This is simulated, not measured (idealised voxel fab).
Name of the process module below: voxel transistor to metal
The width of the displayed cross-section, cut, is 295 nm; its cells are square, with a size of 5 nm.
Reading order for cross-sections: top band down to bottom band. Underlying form: a grid of square cells. Band size: one or more rows of cells. Top, bottom (nm), then materials left to right with widths (nm); lone material tagged "full width" fills the whole band edge to edge; "blank" = empty space. Convention: height 0 is the level below which the wafer, as received, is all one material. The lowest band does not terminate at the bottom but continues downward, represented as "top 0, no bottom". Width "30 to 40": first value at the band's top row of cells, second value at its bottom row, equal change from row to row. What does "no modifications" mean for a step? It means no cell of the cross-section changed in that step. The entry "Enclosed cavity list" lists the empty spaces that cover at least 8 cells and have no open path to the top. Each is written as width x height at distance, where the distance is measured from the left edge and all three values are in nm. On each step's line, the part that comes after the settings is the simulator's own comment on the step. A step's line can hold "overlay nm"; with a mask on that step, the setting says how far right of the planned place the mask lay, while a negative setting says it lay to the left. Guide to the pairs. Each holds a before and an after cross-section around one process step; the after cross-section is cut off at the lowest band that changed. Look under the pair for the step between them and its settings. Pairs can come from different runs of this module on the same starting wafer, so a pair follows on from the one above it only where its entry headed "Before the process" says it does.

## Before the process
top 30, bottom 20  SiCN full width
top 20, bottom 0  polySi full width
top 0, bottom -5  SiO2 full width
top -5, bottom -45  SiO2=20, then Si=105, then SiO2=40, then Si=105, then SiO2=25
top -45, no bottom  Si full width
Enclosed cavity list: none

## Post-Process Section
top 45, bottom 30  aC full width
Anything lower than 30 is untouched.
Enclosed cavity list: none
Step, pre vs post cross-sections above: DIRECTIONAL_DEP (material aC; thk nm 15)

Before the process: Please consult the pair immediately above; the cross-section it shows after its step is the state before this step.

## Post-Process Section
top 75, bottom 45  blank=60, then resist=25, then blank=120, then resist=25, then blank=65
Anything lower than 45 is untouched.
Enclosed cavity list: none
Step, pre vs post cross-sections above: PATTERN (tone cover; mask id GATE; material resist; width nm 25; pitch nm 145; thk nm 30; overlay nm 0)

Before the process: Please consult the pair immediately above; the cross-section it shows after its step is the state before this step.

## Post-Process Section
top 60, bottom 45  blank=60, then resist=25, then blank=120, then resist=25, then blank=65
top 45, bottom 30  blank=60, then aC=25, then blank=120, then aC=25, then blank=65
Anything lower than 30 is untouched.
Enclosed cavity list: none
Step, pre vs post cross-sections above: DIRECTIONAL_ETCH (etch materials aC; depth nm 15)

Before the process: Please consult the pair immediately above; the cross-section it shows after its step is the state before this step.

## Post-Process Section
top 45, bottom 30  blank=60, then aC=25, then blank=120, then aC=25, then blank=65
Anything lower than 30 is untouched.
Enclosed cavity list: none
Step, pre vs post cross-sections above: STRIP (etch materials resist)

Before the process: Please consult the pair immediately above; the cross-section it shows after its step is the state before this step.

## Post-Process Section
top 45, bottom 30  blank=60, then aC=25, then blank=120, then aC=25, then blank=65
top 30, bottom 20  blank=60, then SiCN=25, then blank=120, then SiCN=25, then blank=65
Anything lower than 20 is untouched.
Enclosed cavity list: none
Step, pre vs post cross-sections above: DIRECTIONAL_ETCH (etch materials SiCN; depth nm 20)

Before the process: Please consult the pair immediately above; the cross-section it shows after its step is the state before this step.

## Post-Process Section
top 45, bottom 30  blank=60, then aC=25, then blank=120, then aC=25, then blank=65
top 30, bottom 20  blank=60, then SiCN=25, then blank=120, then SiCN=25, then blank=65
top 20, bottom 0  blank=60, then polySi=25, then blank=120, then polySi=25, then blank=65
Anything lower than 0 is untouched.
Enclosed cavity list: none
Step, pre vs post cross-sections above: DIRECTIONAL_ETCH (etch materials polySi; depth nm 30)

Before the process: Please consult the pair immediately above; the cross-section it shows after its step is the state before this step.

## Post-Process Section
top 30, bottom 20  blank=60, then SiCN=25, then blank=120, then SiCN=25, then blank=65
Anything lower than 20 is untouched.
Enclosed cavity list: none
Step, pre vs post cross-sections above: STRIP (etch materials aC)

Before the process: Please consult the pair immediately above; the cross-section it shows after its step is the state before this step.

## Post-Process Section
top 35, bottom 30  blank=55, then SiN=35, then blank=110, then SiN=35, then blank=60
top 30, bottom 20  blank=55, then SiN=5, then SiCN=25, then SiN=5, then blank=110, then SiN=5, then SiCN=25, then SiN=5, then blank=60
top 20, bottom 5  blank=55, then SiN=5, then polySi=25, then SiN=5, then blank=110, then SiN=5, then polySi=25, then SiN=5, then blank=60
top 5, bottom 0  SiN=60, then polySi=25, then SiN=120, then polySi=25, then SiN=65
Anything lower than 0 is untouched.
Enclosed cavity list: none
Step, pre vs post cross-sections above: CONFORMAL_DEP (material SiN; thk nm 5)

Before the process: Please consult the pair immediately above; the cross-section it shows after its step is the state before this step.

## Post-Process Section
top 30, bottom 20  blank=55, then SiN=5, then SiCN=25, then SiN=5, then blank=110, then SiN=5, then SiCN=25, then SiN=5, then blank=60
top 20, bottom 0  blank=55, then SiN=5, then polySi=25, then SiN=5, then blank=110, then SiN=5, then polySi=25, then SiN=5, then blank=60
Anything lower than 0 is untouched.
Enclosed cavity list: none
Step, pre vs post cross-sections above: DIRECTIONAL_ETCH (etch materials SiN; depth nm 5)

Before the process: Please consult the pair immediately above; the cross-section it shows after its step is the state before this step.

## Post-Process Section
top 30, bottom 20  blank=55, then SiN=5, then SiCN=25, then SiN=5, then blank=110, then SiN=5, then SiCN=25, then SiN=5, then blank=60
top 20, bottom 0  blank=55, then SiN=5, then polySi=25, then SiN=5, then blank=110, then SiN=5, then polySi=25, then SiN=5, then blank=60
top 0, bottom -5  blank=55, then SiO2=35, then blank=110, then SiO2=35, then blank=60
Anything lower than -5 is untouched.
Enclosed cavity list: none
Step, pre vs post cross-sections above: DIRECTIONAL_ETCH (etch materials SiO2; depth nm 5)

Before the process: Please consult the pair immediately above; the cross-section it shows after its step is the state before this step.

## Post-Process Section
top 30, bottom 20  blank=55, then SiN=5, then SiCN=25, then SiN=5, then blank=110, then SiN=5, then SiCN=25, then SiN=5, then blank=60
top 20, bottom 0  blank=55, then SiN=5, then polySi=25, then SiN=5, then blank=110, then SiN=5, then polySi=25, then SiN=5, then blank=60
top 0, bottom -5  blank=55, then SiO2=35, then blank=110, then SiO2=35, then blank=60
top -5, bottom -10  SiO2=20, then blank=35, then Si=35, then blank=35, then SiO2=40, then blank=35, then Si=35, then blank=35, then SiO2=25
Anything lower than -10 is untouched.
Enclosed cavity list: none
Step, pre vs post cross-sections above: DIRECTIONAL_ETCH (etch materials Si; depth nm 5)

Before the process: Please consult the pair immediately above; the cross-section it shows after its step is the state before this step.

## Post-Process Section
top 30, bottom 20  blank=55, then SiN=5, then SiCN=25, then SiN=5, then blank=110, then SiN=5, then SiCN=25, then SiN=5, then blank=60
top 20, bottom 0  blank=55, then SiN=5, then polySi=25, then SiN=5, then blank=110, then SiN=5, then polySi=25, then SiN=5, then blank=60
top 0, bottom -5  blank=50, then pSi=5, then SiO2=35, then pSi=5, then blank=100, then pSi=5, then SiO2=35, then pSi=5, then blank=55
top -5, bottom -10  SiO2=20, then pSi=35, then Si=35, then pSi=35, then SiO2=40, then pSi=35, then Si=35, then pSi=35, then SiO2=25
Anything lower than -10 is untouched.
Enclosed cavity list: none
Step, pre vs post cross-sections above: EPI (material pSi; thk nm 5)

Before the process: Please consult the pair immediately above; the cross-section it shows after its step is the state before this step.

## Post-Process Section
top 35, bottom 30  SiO2 full width
top 30, bottom 20  SiO2=55, then SiN=5, then SiCN=25, then SiN=5, then SiO2=110, then SiN=5, then SiCN=25, then SiN=5, then SiO2=60
top 20, bottom 0  SiO2=55, then SiN=5, then polySi=25, then SiN=5, then SiO2=110, then SiN=5, then polySi=25, then SiN=5, then SiO2=60
top 0, bottom -5  SiO2=50, then pSi=5, then SiO2=35, then pSi=5, then SiO2=100, then pSi=5, then SiO2=35, then pSi=5, then SiO2=55
Anything lower than -5 is untouched.
Enclosed cavity list: none
Step, pre vs post cross-sections above: FILL_DEP (material SiO2; thk nm 5)

Before the process: Please consult the pair immediately above; the cross-section it shows after its step is the state before this step.

## Post-Process Section
top 20, bottom 0  SiO2=55, then SiN=5, then polySi=25, then SiN=5, then SiO2=110, then SiN=5, then polySi=25, then SiN=5, then SiO2=60
Anything lower than 0 is untouched.
Enclosed cavity list: none
Step, pre vs post cross-sections above: CMP (height nm 20)

Before the process: Please consult the pair immediately above; the cross-section it shows after its step is the state before this step.

## Post-Process Section
top 20, bottom 0  SiO2=55, then SiN=5, then blank=25, then SiN=5, then SiO2=110, then SiN=5, then blank=25, then SiN=5, then SiO2=60
Anything lower than 0 is untouched.
Enclosed cavity list: none
Step, pre vs post cross-sections above: STRIP (etch materials polySi)

Before the process: Please consult the pair immediately above; the cross-section it shows after its step is the state before this step.

## Post-Process Section
top 20, bottom 15  blank=55, then SiN=5, then blank=25, then SiN=5, then blank=110, then SiN=5, then blank=25, then SiN=5, then blank=60
top 15, bottom 0  SiO2=55, then SiN=5, then blank=25, then SiN=5, then SiO2=110, then SiN=5, then blank=25, then SiN=5, then SiO2=60
top 0, bottom -5  SiO2=50, then pSi=5, then blank=35, then pSi=5, then SiO2=100, then pSi=5, then blank=35, then pSi=5, then SiO2=55
Anything lower than -5 is untouched.
Enclosed cavity list: none
Step, pre vs post cross-sections above: SELECTIVE_ETCH (etch materials SiO2; depth nm 5)

Before the process: Please consult the pair immediately above; the cross-section it shows after its step is the state before this step.

## Post-Process Section
top 25, bottom 20  blank=50, then HfO2=15, then blank=15, then HfO2=15, then blank=100, then HfO2=15, then blank=15, then HfO2=15, then blank=55
top 20, bottom 15  HfO2=55, then SiN=5, then HfO2=5, then blank=15, then HfO2=5, then SiN=5, then HfO2=110, then SiN=5, then HfO2=5, then blank=15, then HfO2=5, then SiN=5, then HfO2=60
top 15, bottom 0  SiO2=55, then SiN=5, then HfO2=5, then blank=15, then HfO2=5, then SiN=5, then SiO2=110, then SiN=5, then HfO2=5, then blank=15, then HfO2=5, then SiN=5, then SiO2=60
top 0, bottom -5  SiO2=50, then pSi=5, then HfO2=35, then pSi=5, then SiO2=100, then pSi=5, then HfO2=35, then pSi=5, then SiO2=55
Anything lower than -5 is untouched.
Enclosed cavity list: none
Step, pre vs post cross-sections above: CONFORMAL_DEP (material HfO2; thk nm 5)

Before the process: Please consult the pair immediately above; the cross-section it shows after its step is the state before this step.

## Post-Process Section
top 30, bottom 25  blank=45, then TiN=25, then blank=5, then TiN=25, then blank=90, then TiN=25, then blank=5, then TiN=25, then blank=50
top 25, bottom 20  TiN=50, then HfO2=15, then TiN=5, then blank=5, then TiN=5, then HfO2=15, then TiN=100, then HfO2=15, then TiN=5, then blank=5, then TiN=5, then HfO2=15, then TiN=55
top 20, bottom 15  HfO2=55, then SiN=5, then HfO2=5, then TiN=5, then blank=5, then TiN=5, then HfO2=5, then SiN=5, then HfO2=110, then SiN=5, then HfO2=5, then TiN=5, then blank=5, then TiN=5, then HfO2=5, then SiN=5, then HfO2=60
top 15, bottom 5  SiO2=55, then SiN=5, then HfO2=5, then TiN=5, then blank=5, then TiN=5, then HfO2=5, then SiN=5, then SiO2=110, then SiN=5, then HfO2=5, then TiN=5, then blank=5, then TiN=5, then HfO2=5, then SiN=5, then SiO2=60
top 5, bottom 0  SiO2=55, then SiN=5, then HfO2=5, then TiN=15, then HfO2=5, then SiN=5, then SiO2=110, then SiN=5, then HfO2=5, then TiN=15, then HfO2=5, then SiN=5, then SiO2=60
Anything lower than 0 is untouched.
Enclosed cavity list: none
Step, pre vs post cross-sections above: CONFORMAL_DEP (material TiN; thk nm 5)

Before the process: Please consult the pair immediately above; the cross-section it shows after its step is the state before this step.

## Post-Process Section
top 40, bottom 30  W full width
top 30, bottom 25  W=45, then TiN=25, then W=5, then TiN=25, then W=90, then TiN=25, then W=5, then TiN=25, then W=50
top 25, bottom 20  TiN=50, then HfO2=15, then TiN=5, then W=5, then TiN=5, then HfO2=15, then TiN=100, then HfO2=15, then TiN=5, then W=5, then TiN=5, then HfO2=15, then TiN=55
top 20, bottom 15  HfO2=55, then SiN=5, then HfO2=5, then TiN=5, then W=5, then TiN=5, then HfO2=5, then SiN=5, then HfO2=110, then SiN=5, then HfO2=5, then TiN=5, then W=5, then TiN=5, then HfO2=5, then SiN=5, then HfO2=60
top 15, bottom 5  SiO2=55, then SiN=5, then HfO2=5, then TiN=5, then W=5, then TiN=5, then HfO2=5, then SiN=5, then SiO2=110, then SiN=5, then HfO2=5, then TiN=5, then W=5, then TiN=5, then HfO2=5, then SiN=5, then SiO2=60
Anything lower than 5 is untouched.
Enclosed cavity list: none
Step, pre vs post cross-sections above: FILL_DEP (material W; thk nm 10)

Before the process: Please consult the pair immediately above; the cross-section it shows after its step is the state before this step.

## Post-Process Section
top 15, bottom 5  SiO2=55, then SiN=5, then HfO2=5, then TiN=5, then W=5, then TiN=5, then HfO2=5, then SiN=5, then SiO2=110, then SiN=5, then HfO2=5, then TiN=5, then W=5, then TiN=5, then HfO2=5, then SiN=5, then SiO2=60
Anything lower than 5 is untouched.
Enclosed cavity list: none
Step, pre vs post cross-sections above: CMP (height nm 15)

Before the process: Please consult the pair immediately above; the cross-section it shows after its step is the state before this step.

## Post-Process Section
top 25, bottom 15  SiO2 full width
Anything lower than 15 is untouched.
Enclosed cavity list: none
Step, pre vs post cross-sections above: DIRECTIONAL_DEP (material SiO2; thk nm 10)

Before the process: Please consult the pair immediately above; the cross-section it shows after its step is the state before this step.

## Post-Process Section
top 40, bottom 25  resist=25, then blank=20, then resist=55, then blank=20, then resist=50, then blank=20, then resist=55, then blank=20, then resist=30
Anything lower than 25 is untouched.
Enclosed cavity list: none
Step, pre vs post cross-sections above: PATTERN (tone open; mask id CONTACT; material resist; width nm 20; thk nm 15; overlay nm 0)

Before the process: Please consult the pair immediately above; the cross-section it shows after its step is the state before this step.

## Post-Process Section
top 40, bottom 25  resist=25, then blank=20, then resist=55, then blank=20, then resist=50, then blank=20, then resist=55, then blank=20, then resist=30
top 25, bottom 15  SiO2=25, then blank=20, then SiO2=55, then blank=20, then SiO2=50, then blank=20, then SiO2=55, then blank=20, then SiO2=30
top 15, bottom 5  SiO2=25, then blank=20, then SiO2=10, then SiN=5, then HfO2=5, then TiN=5, then W=5, then TiN=5, then HfO2=5, then SiN=5, then SiO2=10, then blank=20, then SiO2=50, then blank=20, then SiO2=10, then SiN=5, then HfO2=5, then TiN=5, then W=5, then TiN=5, then HfO2=5, then SiN=5, then SiO2=10, then blank=20, then SiO2=30
top 5, bottom 0  SiO2=25, then blank=20, then SiO2=10, then SiN=5, then HfO2=5, then TiN=15, then HfO2=5, then SiN=5, then SiO2=10, then blank=20, then SiO2=50, then blank=20, then SiO2=10, then SiN=5, then HfO2=5, then TiN=15, then HfO2=5, then SiN=5, then SiO2=10, then blank=20, then SiO2=30
top 0, bottom -5  SiO2=25, then blank=20, then SiO2=5, then pSi=5, then HfO2=35, then pSi=5, then SiO2=5, then blank=20, then SiO2=50, then blank=20, then SiO2=5, then pSi=5, then HfO2=35, then pSi=5, then SiO2=5, then blank=20, then SiO2=30
Anything lower than -5 is untouched.
Enclosed cavity list: none
Step, pre vs post cross-sections above: DIRECTIONAL_ETCH (etch materials SiO2; depth nm 30)

Before the process: Please consult the pair immediately above; the cross-section it shows after its step is the state before this step.

## Post-Process Section
top 25, bottom 15  SiO2=25, then blank=20, then SiO2=55, then blank=20, then SiO2=50, then blank=20, then SiO2=55, then blank=20, then SiO2=30
Anything lower than 15 is untouched.
Enclosed cavity list: none
Step, pre vs post cross-sections above: STRIP (etch materials resist)

Before the process: Please consult the pair immediately above; the cross-section it shows after its step is the state before this step.

## Post-Process Section
top 30, bottom 25  TiN=30, then blank=10, then TiN=65, then blank=10, then TiN=60, then blank=10, then TiN=65, then blank=10, then TiN=35
top 25, bottom 15  SiO2=25, then TiN=5, then blank=10, then TiN=5, then SiO2=55, then TiN=5, then blank=10, then TiN=5, then SiO2=50, then TiN=5, then blank=10, then TiN=5, then SiO2=55, then TiN=5, then blank=10, then TiN=5, then SiO2=30
top 15, bottom 5  SiO2=25, then TiN=5, then blank=10, then TiN=5, then SiO2=10, then SiN=5, then HfO2=5, then TiN=5, then W=5, then TiN=5, then HfO2=5, then SiN=5, then SiO2=10, then TiN=5, then blank=10, then TiN=5, then SiO2=50, then TiN=5, then blank=10, then TiN=5, then SiO2=10, then SiN=5, then HfO2=5, then TiN=5, then W=5, then TiN=5, then HfO2=5, then SiN=5, then SiO2=10, then TiN=5, then blank=10, then TiN=5, then SiO2=30
top 5, bottom 0  SiO2=25, then TiN=5, then blank=10, then TiN=5, then SiO2=10, then SiN=5, then HfO2=5, then TiN=15, then HfO2=5, then SiN=5, then SiO2=10, then TiN=5, then blank=10, then TiN=5, then SiO2=50, then TiN=5, then blank=10, then TiN=5, then SiO2=10, then SiN=5, then HfO2=5, then TiN=15, then HfO2=5, then SiN=5, then SiO2=10, then TiN=5, then blank=10, then TiN=5, then SiO2=30
top 0, bottom -5  SiO2=25, then TiN=20, then SiO2=5, then pSi=5, then HfO2=35, then pSi=5, then SiO2=5, then TiN=20, then SiO2=50, then TiN=20, then SiO2=5, then pSi=5, then HfO2=35, then pSi=5, then SiO2=5, then TiN=20, then SiO2=30
Anything lower than -5 is untouched.
Enclosed cavity list: none
Step, pre vs post cross-sections above: CONFORMAL_DEP (material TiN; thk nm 5)

Before the process: Please consult the pair immediately above; the cross-section it shows after its step is the state before this step.

## Post-Process Section
top 35, bottom 30  W full width
top 30, bottom 25  TiN=30, then W=10, then TiN=65, then W=10, then TiN=60, then W=10, then TiN=65, then W=10, then TiN=35
top 25, bottom 15  SiO2=25, then TiN=5, then W=10, then TiN=5, then SiO2=55, then TiN=5, then W=10, then TiN=5, then SiO2=50, then TiN=5, then W=10, then TiN=5, then SiO2=55, then TiN=5, then W=10, then TiN=5, then SiO2=30
top 15, bottom 5  SiO2=25, then TiN=5, then W=10, then TiN=5, then SiO2=10, then SiN=5, then HfO2=5, then TiN=5, then W=5, then TiN=5, then HfO2=5, then SiN=5, then SiO2=10, then TiN=5, then W=10, then TiN=5, then SiO2=50, then TiN=5, then W=10, then TiN=5, then SiO2=10, then SiN=5, then HfO2=5, then TiN=5, then W=5, then TiN=5, then HfO2=5, then SiN=5, then SiO2=10, then TiN=5, then W=10, then TiN=5, then SiO2=30
top 5, bottom 0  SiO2=25, then TiN=5, then W=10, then TiN=5, then SiO2=10, then SiN=5, then HfO2=5, then TiN=15, then HfO2=5, then SiN=5, then SiO2=10, then TiN=5, then W=10, then TiN=5, then SiO2=50, then TiN=5, then W=10, then TiN=5, then SiO2=10, then SiN=5, then HfO2=5, then TiN=15, then HfO2=5, then SiN=5, then SiO2=10, then TiN=5, then W=10, then TiN=5, then SiO2=30
Anything lower than 0 is untouched.
Enclosed cavity list: none
Step, pre vs post cross-sections above: FILL_DEP (material W; thk nm 5)

Before the process: Please consult the pair immediately above; the cross-section it shows after its step is the state before this step.

## Post-Process Section
top 25, bottom 15  SiO2=25, then TiN=5, then W=10, then TiN=5, then SiO2=55, then TiN=5, then W=10, then TiN=5, then SiO2=50, then TiN=5, then W=10, then TiN=5, then SiO2=55, then TiN=5, then W=10, then TiN=5, then SiO2=30
Anything lower than 15 is untouched.
Enclosed cavity list: none
Step, pre vs post cross-sections above: CMP (height nm 25)

Before the process: Please consult the pair immediately above; the cross-section it shows after its step is the state before this step.

## Post-Process Section
top 30, bottom 25  SiN full width
Anything lower than 25 is untouched.
Enclosed cavity list: none
Step, pre vs post cross-sections above: CONFORMAL_DEP (material SiN; thk nm 5)

Before the process: Please consult the pair immediately above; the cross-section it shows after its step is the state before this step.

## Post-Process Section
top 50, bottom 30  lowk full width
Anything lower than 30 is untouched.
Enclosed cavity list: none
Step, pre vs post cross-sections above: DIRECTIONAL_DEP (material lowk; thk nm 20)

Before the process: Please consult the pair immediately above; the cross-section it shows after its step is the state before this step.

## Post-Process Section
top 50, bottom 30  lowk=25, then blank=20, then lowk=55, then blank=20, then lowk=50, then blank=20, then lowk=55, then blank=20, then lowk=30
Anything lower than 30 is untouched.
Enclosed cavity list: none
Step, pre vs post cross-sections above: MASKED_ETCH (tone open; mask id METAL_1; width nm 20; etch materials lowk; depth nm 20; overlay nm 0)

Before the process: Please consult the pair immediately above; the cross-section it shows after its step is the state before this step.

## Post-Process Section
top 50, bottom 30  lowk=25, then blank=20, then lowk=55, then blank=20, then lowk=50, then blank=20, then lowk=55, then blank=20, then lowk=30
top 30, bottom 25  SiN=25, then blank=20, then SiN=55, then blank=20, then SiN=50, then blank=20, then SiN=55, then blank=20, then SiN=30
Anything lower than 25 is untouched.
Enclosed cavity list: none
Step, pre vs post cross-sections above: MASKED_ETCH (tone open; mask id METAL_1; width nm 20; etch materials SiN; depth nm 5; overlay nm 0)

Before the process: Please consult the pair immediately above; the cross-section it shows after its step is the state before this step.

## Post-Process Section
top 55, bottom 50  TiN=30, then blank=10, then TiN=65, then blank=10, then TiN=60, then blank=10, then TiN=65, then blank=10, then TiN=35
top 50, bottom 30  lowk=25, then TiN=5, then blank=10, then TiN=5, then lowk=55, then TiN=5, then blank=10, then TiN=5, then lowk=50, then TiN=5, then blank=10, then TiN=5, then lowk=55, then TiN=5, then blank=10, then TiN=5, then lowk=30
top 30, bottom 25  SiN=25, then TiN=20, then SiN=55, then TiN=20, then SiN=50, then TiN=20, then SiN=55, then TiN=20, then SiN=30
Anything lower than 25 is untouched.
Enclosed cavity list: none
Step, pre vs post cross-sections above: CONFORMAL_DEP (material TiN; thk nm 5)

Before the process: Please consult the pair immediately above; the cross-section it shows after its step is the state before this step.

## Post-Process Section
top 60, bottom 55  Cu full width
top 55, bottom 50  TiN=30, then Cu=10, then TiN=65, then Cu=10, then TiN=60, then Cu=10, then TiN=65, then Cu=10, then TiN=35
top 50, bottom 30  lowk=25, then TiN=5, then Cu=10, then TiN=5, then lowk=55, then TiN=5, then Cu=10, then TiN=5, then lowk=50, then TiN=5, then Cu=10, then TiN=5, then lowk=55, then TiN=5, then Cu=10, then TiN=5, then lowk=30
Anything lower than 30 is untouched.
Enclosed cavity list: none
Step, pre vs post cross-sections above: FILL_DEP (material Cu; thk nm 5)

Before the process: Please consult the pair immediately above; the cross-section it shows after its step is the state before this step.

## Post-Process Section
top 50, bottom 30  lowk=25, then TiN=5, then Cu=10, then TiN=5, then lowk=55, then TiN=5, then Cu=10, then TiN=5, then lowk=50, then TiN=5, then Cu=10, then TiN=5, then lowk=55, then TiN=5, then Cu=10, then TiN=5, then lowk=30
Anything lower than 30 is untouched.
Enclosed cavity list: none
Step, pre vs post cross-sections above: CMP (height nm 50)

Before the process: Please consult the pair immediately above; the cross-section it shows after its step is the state before this step.

## Post-Process Section
top 55, bottom 50  blank=20, then Ru=30, then blank=45, then Ru=30, then blank=40, then Ru=30, then blank=45, then Ru=30, then blank=25
Anything lower than 50 is untouched.
Enclosed cavity list: none
Step, pre vs post cross-sections above: EPI (material Ru; thk nm 5)

Before the process: Please consult the pair immediately above; the cross-section it shows after its step is the state before this step.

## Post-Process Section
top 60, bottom 55  SiCN full width
top 55, bottom 50  SiCN=20, then Ru=30, then SiCN=45, then Ru=30, then SiCN=40, then Ru=30, then SiCN=45, then Ru=30, then SiCN=25
Anything lower than 50 is untouched.
Enclosed cavity list: none
Step, pre vs post cross-sections above: FILL_DEP (material SiCN; thk nm 5)

Before the process: Please consult the pair immediately above; the cross-section it shows after its step is the state before this step.

## Post-Process Section
top 85, bottom 60  lowk full width
Anything lower than 60 is untouched.
Enclosed cavity list: none
Step, pre vs post cross-sections above: DIRECTIONAL_DEP (material lowk; thk nm 25)

Before the process: Please consult the pair immediately above; the cross-section it shows after its step is the state before this step.

## Post-Process Section
top 85, bottom 60  lowk=25, then blank=15, then lowk=130, then blank=15, then lowk=110
Anything lower than 60 is untouched.
Enclosed cavity list: none
Step, pre vs post cross-sections above: MASKED_ETCH (tone open; mask id METAL_2_HOLES; width nm 15; pitch nm 145; etch materials lowk; depth nm 25; overlay nm 0)

Before the process: Please consult the pair immediately above; the cross-section it shows after its step is the state before this step.

## Post-Process Section
top 100, bottom 85  aC=25, then blank=15, then aC=130, then blank=15, then aC=110
top 85, bottom 75  lowk=25, then blank=15, then lowk=130, then blank=15, then lowk=110
top 75, bottom 60  lowk=25, then aC=15, then lowk=130, then aC=15, then lowk=110
Anything lower than 60 is untouched.
Enclosed cavity list: none
Step, pre vs post cross-sections above: DIRECTIONAL_DEP (material aC; thk nm 15)

Before the process: Please consult the pair immediately above; the cross-section it shows after its step is the state before this step.

## Post-Process Section
top 135, bottom 100  resist=25, then blank=20, then resist=125, then blank=20, then resist=105
Anything lower than 100 is untouched.
Enclosed cavity list: none
Step, pre vs post cross-sections above: PATTERN (tone open; mask id METAL_2; material resist; width nm 20; pitch nm 145; thk nm 35; overlay nm 0)

Before the process: Please consult the pair immediately above; the cross-section it shows after its step is the state before this step.

## Post-Process Section
top 120, bottom 100  resist=25, then blank=20, then resist=125, then blank=20, then resist=105
top 100, bottom 85  aC=25, then blank=20, then aC=125, then blank=20, then aC=105
top 85, bottom 60  lowk=25, then blank=15, then lowk=130, then blank=15, then lowk=110
Anything lower than 60 is untouched.
Enclosed cavity list: none
Step, pre vs post cross-sections above: DIRECTIONAL_ETCH (etch materials aC; depth nm 15)

Before the process: Please consult the pair immediately above; the cross-section it shows after its step is the state before this step.

## Post-Process Section
top 100, bottom 85  aC=25, then blank=20, then aC=125, then blank=20, then aC=105
Anything lower than 85 is untouched.
Enclosed cavity list: none
Step, pre vs post cross-sections above: STRIP (etch materials resist)

Before the process: Please consult the pair immediately above; the cross-section it shows after its step is the state before this step.

## Post-Process Section
top 100, bottom 85  aC=25, then blank=20, then aC=125, then blank=20, then aC=105
top 85, bottom 70  lowk=25, then blank=20, then lowk=125, then blank=20, then lowk=105
Anything lower than 70 is untouched.
Enclosed cavity list: none
Step, pre vs post cross-sections above: DIRECTIONAL_ETCH (etch materials lowk; depth nm 15)

Before the process: Please consult the pair immediately above; the cross-section it shows after its step is the state before this step.

## Post-Process Section
top 100, bottom 85  aC=25, then blank=20, then aC=125, then blank=20, then aC=105
top 85, bottom 70  lowk=25, then blank=20, then lowk=125, then blank=20, then lowk=105
top 70, bottom 60  lowk=25, then blank=15, then lowk=130, then blank=15, then lowk=110
top 60, bottom 55  SiCN=25, then blank=15, then SiCN=130, then blank=15, then SiCN=110
Anything lower than 55 is untouched.
Enclosed cavity list: none
Step, pre vs post cross-sections above: DIRECTIONAL_ETCH (etch materials SiCN; depth nm 5)

Before the process: Please consult the pair immediately above; the cross-section it shows after its step is the state before this step.

## Post-Process Section
top 85, bottom 70  lowk=25, then blank=20, then lowk=125, then blank=20, then lowk=105
Anything lower than 70 is untouched.
Enclosed cavity list: none
Step, pre vs post cross-sections above: STRIP (etch materials aC)

Before the process: Please consult the pair immediately above; the cross-section it shows after its step is the state before this step.

## Post-Process Section
top 90, bottom 85  TiN=30, then blank=10, then TiN=135, then blank=10, then TiN=110
top 85, bottom 75  lowk=25, then TiN=5, then blank=10, then TiN=5, then lowk=125, then TiN=5, then blank=10, then TiN=5, then lowk=105
top 75, bottom 70  lowk=25, then TiN=5, then blank=5, then TiN=10, then lowk=125, then TiN=5, then blank=5, then TiN=10, then lowk=105
top 70, bottom 60  lowk=25, then TiN=5, then blank=5, then TiN=5, then lowk=130, then TiN=5, then blank=5, then TiN=5, then lowk=110
top 60, bottom 55  SiCN=25, then TiN=15, then SiCN=130, then TiN=15, then SiCN=110
Anything lower than 55 is untouched.
Enclosed cavity list: none
Step, pre vs post cross-sections above: CONFORMAL_DEP (material TiN; thk nm 5)

Before the process: Please consult the pair immediately above; the cross-section it shows after its step is the state before this step.

## Post-Process Section
top 100, bottom 90  Cu full width
top 90, bottom 85  TiN=30, then Cu=10, then TiN=135, then Cu=10, then TiN=110
top 85, bottom 75  lowk=25, then TiN=5, then Cu=10, then TiN=5, then lowk=125, then TiN=5, then Cu=10, then TiN=5, then lowk=105
top 75, bottom 70  lowk=25, then TiN=5, then Cu=5, then TiN=10, then lowk=125, then TiN=5, then Cu=5, then TiN=10, then lowk=105
top 70, bottom 60  lowk=25, then TiN=5, then Cu=5, then TiN=5, then lowk=130, then TiN=5, then Cu=5, then TiN=5, then lowk=110
Anything lower than 60 is untouched.
Enclosed cavity list: none
Step, pre vs post cross-sections above: FILL_DEP (material Cu; thk nm 10)

Before the process: Please consult the pair immediately above; the cross-section it shows after its step is the state before this step.

## Post-Process Section
top 85, bottom 75  lowk=25, then TiN=5, then Cu=10, then TiN=5, then lowk=125, then TiN=5, then Cu=10, then TiN=5, then lowk=105
Anything lower than 75 is untouched.
Enclosed cavity list: none
Step, pre vs post cross-sections above: CMP (height nm 85)

Before the process: Please consult the pair immediately above; the cross-section it shows after its step is the state before this step.

## Post-Process Section
top 90, bottom 85  SiN full width
Anything lower than 85 is untouched.
Enclosed cavity list: none
Step, pre vs post cross-sections above: CONFORMAL_DEP (material SiN; thk nm 5)

## Before the process
top 25, bottom 15  SiO2 full width
top 15, bottom 5  SiO2=55, then SiN=5, then HfO2=5, then TiN=5, then W=5, then TiN=5, then HfO2=5, then SiN=5, then SiO2=110, then SiN=5, then HfO2=5, then TiN=5, then W=5, then TiN=5, then HfO2=5, then SiN=5, then SiO2=60
top 5, bottom 0  SiO2=55, then SiN=5, then HfO2=5, then TiN=15, then HfO2=5, then SiN=5, then SiO2=110, then SiN=5, then HfO2=5, then TiN=15, then HfO2=5, then SiN=5, then SiO2=60
top 0, bottom -5  SiO2=50, then pSi=5, then HfO2=35, then pSi=5, then SiO2=100, then pSi=5, then HfO2=35, then pSi=5, then SiO2=55
top -5, bottom -10  SiO2=20, then pSi=35, then Si=35, then pSi=35, then SiO2=40, then pSi=35, then Si=35, then pSi=35, then SiO2=25
top -10, bottom -35  SiO2=20, then Si=105, then SiO2=40, then Si=105, then SiO2=25
top -35, no bottom  Si full width
Enclosed cavity list: none

## Post-Process Section
top 40, bottom 25  resist=30, then blank=15, then resist=60, then blank=15, then resist=55, then blank=15, then resist=60, then blank=15, then resist=30
Anything lower than 25 is untouched.
Enclosed cavity list: none
Step, pre vs post cross-sections above: PATTERN (tone open; mask id CONTACT; material resist; width nm 15; thk nm 15; overlay nm 0)
